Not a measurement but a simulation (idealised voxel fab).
You're looking at the process module voxel capacitor over wiring.
Cross-section cut spans 175 nm and uses square cells 5 nm in size.
This document writes a cross-section as a grid whose cells are square, and gives it as bands, listed from the top down; one or more rows of cells form a band.
Quick guide to a band line: top height, bottom height (nm) up front; then every material left to right with its width in nm. Only one material and it's marked "everywhere"? Then it fills the band edge to edge. And "blank" just means empty space.
Counting heights begins at 0, where everything beneath is, in the wafer as received, one material. The lowest band has no bottom; it goes on downwards, as "top 0, no bottom" shows.
A width given as "30 to 40" starts at the first number in the band's top row and ends at the second number in its bottom row, shifting by an equal amount at every step from row to row.
Given "all unchanged" for a step, no cell of the cross-section differs between before and after that step.
"Fully sealed cavities": empty spaces of 8 cells or more with no open way to the top, each given as width x height at distance, distance from the left edge, all in nm.
On a step's line, text after the settings is the simulator commenting on that step.
"overlay nm" denotes, for a step that has a mask, the displacement of the mask to the right of its planned place, with negative values corresponding to the left.
-- The planned process steps are enumerated hereunder
1: RECEIVE: material Si
2: CONFORMAL_DEP: material SiO2, thk nm 10
3: CONFORMAL_DEP: material SiN, thk nm 5
4: DIRECTIONAL_DEP: material lowk, thk nm 25
5: MASKED_ETCH: tone open, mask id METAL_1, width nm 20, pitch nm 75, etch materials lowk, depth nm 25, overlay nm 0
6: MASKED_ETCH: tone open, mask id METAL_1, width nm 20, pitch nm 75, etch materials SiN, depth nm 5, overlay nm 0
7: CONFORMAL_DEP: material TiN, thk nm 5
8: FILL_DEP: material Cu, thk nm 10
9: CMP: height nm 40
10: EPI: material Ru, thk nm 5
11: FILL_DEP: material SiCN, thk nm 5
12: DIRECTIONAL_DEP: material lowk, thk nm 20
13: PATTERN: tone open, mask id PLUG_1, material resist, width nm 15, thk nm 15, overlay nm 0
14: DIRECTIONAL_ETCH: etch materials lowk, depth nm 20
15: DIRECTIONAL_ETCH: etch materials SiCN, depth nm 5
16: STRIP: etch materials resist
17: CONFORMAL_DEP: material TiN, thk nm 5
18: FILL_DEP: material Cu, thk nm 10
19: CMP: height nm 70
20: DIRECTIONAL_DEP: material TiN, thk nm 10
21: DIRECTIONAL_DEP: material SiN, thk nm 5
22: DIRECTIONAL_DEP: material TiN, thk nm 10
23: DIRECTIONAL_DEP: material aC, thk nm 15
24: PATTERN: tone cover, mask id UPPER_PLATE, material resist, width nm 60, thk nm 35, overlay nm 0
25: DIRECTIONAL_ETCH: etch materials aC, depth nm 15
26: STRIP: etch materials resist
27: DIRECTIONAL_ETCH: etch materials TiN, depth nm 10
28: DIRECTIONAL_ETCH: etch materials SiN, depth nm 5
29: STRIP: etch materials aC
30: DIRECTIONAL_DEP: material aC, thk nm 15
31: PATTERN: tone cover, mask id LOWER_PLATE, material resist, width nm 70, thk nm 30, overlay nm 0
32: DIRECTIONAL_ETCH: etch materials aC, depth nm 15
33: STRIP: etch materials resist
34: DIRECTIONAL_ETCH: etch materials TiN, depth nm 10
35: STRIP: etch materials aC
36: FILL_DEP: material SiO2, thk nm 15
37: CMP: height nm 105
38: MASKED_ETCH: tone open, mask id PLUG_2, width nm 15, etch materials SiO2, depth nm 10, overlay nm 0
39: CONFORMAL_DEP: material TiN, thk nm 5
40: FILL_DEP: material Ru, thk nm 5
41: CMP: height nm 105
42: CONFORMAL_DEP: material SiCN, thk nm 5
-- Cross-sectional view of the wafer in its as-received condition, corresponding to the state after step 1
top 0, no bottom = Si everywhere
Fully sealed cavities: none
-- Run as planned - first of the two wafers cross-sectioned at the end of the module
top 110, bottom 105 = SiCN everywhere
top 105, bottom 100 = SiO2 (55), then TiN (5), then Ru (5), then TiN (5), then SiO2 (105)
top 100, bottom 95 = SiO2 (55), then TiN (15), then SiO2 (105)
top 95, bottom 85 = SiO2 (45), then TiN (60), then SiO2 (70)
top 85, bottom 80 = SiO2 (45), then SiN (60), then SiO2 (70)
top 80, bottom 70 = SiO2 (40), then TiN (70), then SiO2 (65)
top 70, bottom 50 = lowk (45), then TiN (5), then Cu (5), then TiN (5), then lowk (115)
top 50, bottom 45 = SiCN (45), then TiN (15), then SiCN (115)
top 45, bottom 40 = SiCN (35), then Ru (30), then SiCN (45), then Ru (30), then SiCN (35)
top 40, bottom 15 = lowk (40), then TiN (5), then Cu (10), then TiN (5), then lowk (55), then TiN (5), then Cu (10), then TiN (5), then lowk (40)
top 15, bottom 10 = SiN (40), then TiN (20), then SiN (55), then TiN (20), then SiN (40)
top 10, bottom 0 = SiO2 everywhere
top 0, no bottom = Si everywhere
Fully sealed cavities: none
-- The second wafer, shown in cross-section after the module: started the same way as the first and given the same plan, yet one mistake crept into how it was run
top 110, bottom 105 = SiCN everywhere
top 105, bottom 100 = SiO2 (55), then TiN (5), then Ru (5), then TiN (5), then SiO2 (105)
top 100, bottom 95 = SiO2 (55), then TiN (15), then SiO2 (105)
top 95, bottom 85 = SiO2 (40), then TiN (5), then SiO2 (60), then TiN (5), then SiO2 (65)
top 85, bottom 80 = SiN (45), then SiO2 (60), then SiN (70)
top 80, bottom 70 = TiN everywhere
top 70, bottom 50 = lowk (45), then TiN (5), then Cu (5), then TiN (5), then lowk (115)
top 50, bottom 45 = SiCN (45), then TiN (15), then SiCN (115)
top 45, bottom 40 = SiCN (35), then Ru (30), then SiCN (45), then Ru (30), then SiCN (35)
top 40, bottom 15 = lowk (40), then TiN (5), then Cu (10), then TiN (5), then lowk (55), then TiN (5), then Cu (10), then TiN (5), then lowk (40)
top 15, bottom 10 = SiN (40), then TiN (20), then SiN (55), then TiN (20), then SiN (40)
top 10, bottom 0 = SiO2 everywhere
top 0, no bottom = Si everywhere
Fully sealed cavities: none
So what did we get wrong on this run? the process deviated at step 24: the operation and settings actually run there were PATTERN: tone open, mask id UPPER_PLATE, material resist, width nm 60, thk nm 35, overlay nm 0
End of process, cell counts, second wafer against first, materials with more or fewer: SiN: 11 more | SiO2: 33 fewer | TiN: 22 more
